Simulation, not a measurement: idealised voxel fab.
This is a process module. Its name is voxel transistor to metal.
Section cut is 275 nm wide and gridded with 5 nm square cells.
Cross-section layout: square cells on a grid; listed as bands, top to bottom; a band spans one or more cell rows.
Within each band entry, the heights of the top and of the bottom of the band appear first, in that order and in nm; the materials of the band then follow from left to right, each with its corresponding width in nm. The designation "everywhere" on a single material indicates that it fills the band from edge to edge; the designation "empty" indicates empty space.
It should be noted that heights are counted from 0, beneath which the wafer as supplied is of one material throughout, and that the lowest band possesses no lower boundary but continues downward, as written in "0 -> down".
Note: "30->40" means the width goes from the first number (top row of the band) to the second number (bottom row) in equal steps per row of cells.
It should be understood that the words "nothing altered", when stated for a given step, signify that the cross-section underwent no change in any of its cells during that step.
If an empty space has no open way to the top and is at least 8 cells in size, "Closed void table" lists it, written width x height at distance, where distance is measured from the left edge and every value is in nm.
The remark found on a step's line after its settings is issued by the simulator itself and pertains to that step.
overlay nm: how far to the right of its planned place the mask lay on this masked step (negative: to the left).

# The process steps that were planned are listed below
1. RECEIVE: material Si
2. CONFORMAL_DEP: material SiO2, thk nm 5
3. CONFORMAL_DEP: material SiN, thk nm 10
4. DIRECTIONAL_DEP: material aC, thk nm 15
5. PATTERN: tone cover, mask id ACTIVE, material resist, width nm 85, pitch nm 110, thk nm 35, overlay nm 0
6. DIRECTIONAL_ETCH: etch materials aC, depth nm 15
7. STRIP: etch materials resist
8. DIRECTIONAL_ETCH: etch materials SiN, depth nm 10
9. DIRECTIONAL_ETCH: etch materials SiO2, depth nm 5
10. DIRECTIONAL_ETCH: etch materials Si, depth nm 25
11. STRIP: etch materials aC
12. FILL_DEP: material SiO2, thk nm 5
13. CMP: height nm 15
14. SELECTIVE_ETCH: etch materials SiO2, depth nm 5
15. STRIP: etch materials SiN
16. SELECTIVE_ETCH: etch materials SiO2, depth nm 5
17. OXIDIZE: depth nm 5
18. DIRECTIONAL_DEP: material polySi, thk nm 30
19. DIRECTIONAL_DEP: material SiCN, thk nm 10
20. MASKED_ETCH: tone cover, mask id GATE, width nm 15, pitch nm 110, etch materials SiCN, depth nm 20, overlay nm 0
21. MASKED_ETCH: tone cover, mask id GATE, width nm 15, pitch nm 110, etch materials polySi, depth nm 40, overlay nm 0
22. CONFORMAL_DEP: material SiN, thk nm 10
23. DIRECTIONAL_ETCH: etch materials SiN, depth nm 10
24. DIRECTIONAL_ETCH: etch materials SiO2, depth nm 5
25. DIRECTIONAL_ETCH: etch materials Si, depth nm 15
26. EPI: material nSi, thk nm 20
27. FILL_DEP: material SiO2, thk nm 10
28. CMP: height nm 40
29. DIRECTIONAL_DEP: material SiO2, thk nm 15
30. PATTERN: tone open, mask id CONTACT, material resist, width nm 25, thk nm 20, overlay nm 0
31. DIRECTIONAL_ETCH: etch materials SiO2, depth nm 40
32. STRIP: etch materials resist
33. CONFORMAL_DEP: material TiN, thk nm 5
34. FILL_DEP: material W, thk nm 5
35. CMP: height nm 55
36. DIRECTIONAL_DEP: material TiN, thk nm 5
37. DIRECTIONAL_DEP: material Ru, thk nm 25
38. MASKED_ETCH: tone cover, mask id METAL_1, width nm 15, etch materials Ru, depth nm 25, overlay nm 0
39. MASKED_ETCH: tone cover, mask id METAL_1, width nm 15, etch materials TiN, depth nm 5, overlay nm 0
40. CONFORMAL_DEP: material SiCN, thk nm 5
41. FILL_DEP: material SiO2, thk nm 5
42. CMP: height nm 85
43. CONFORMAL_DEP: material SiCN, thk nm 5
44. DIRECTIONAL_DEP: material SiO2, thk nm 30
45. DIRECTIONAL_DEP: material aC, thk nm 15
46. PATTERN: tone open, mask id METAL_2, material resist, width nm 15, pitch nm 110, thk nm 30, overlay nm 0
47. DIRECTIONAL_ETCH: etch materials aC, depth nm 15
48. STRIP: etch materials resist
49. DIRECTIONAL_ETCH: etch materials SiO2, depth nm 15
50. STRIP: etch materials aC
51. DIRECTIONAL_DEP: material aC, thk nm 15
52. PATTERN: tone open, mask id METAL_2_HOLES, material resist, width nm 15, pitch nm 110, thk nm 35, overlay nm 0
53. DIRECTIONAL_ETCH: etch materials aC, depth nm 15
54. STRIP: etch materials resist
55. DIRECTIONAL_ETCH: etch materials SiO2, depth nm 15
56. DIRECTIONAL_ETCH: etch materials SiCN, depth nm 5
57. STRIP: etch materials aC
58. CONFORMAL_DEP: material TiN, thk nm 5
59. FILL_DEP: material Ru, thk nm 5
60. CMP: height nm 120
61. CONFORMAL_DEP: material SiCN, thk nm 5
The plan's step 17 depth nm is the first wafer's value; the wafers differ in this setting and start identical.

# Cross-section: the first of several wafers in its as-received state, i.e. following step 1
- 0 -> down | Si everywhere
- Closed void table: none

# For your reference, the table is organized with a row per wafer; each row reflects the wafer at the end of the module, indicating for each material the cells gained (+) or lost (-) since receipt, and thereafter its closed voids
depth nm 5 | +72 Ru | -187 Si | +199 SiCN | +72 SiN | +873 SiO2 | +118 TiN | +64 W | +128 nSi | +36 polySi | Closed void table: none
depth nm 10 | +72 Ru | -173 Si | +199 SiCN | +72 SiN | +987 SiO2 | +118 TiN | +64 W | +36 polySi | Closed void table: none
depth nm 15 | +72 Ru | -207 Si | +199 SiCN | +72 SiN | +1021 SiO2 | +118 TiN | +64 W | +36 polySi | Closed void table: none
depth nm 20 | +72 Ru | -241 Si | +199 SiCN | +72 SiN | +1055 SiO2 | +118 TiN | +64 W | +36 polySi | Closed void table: none
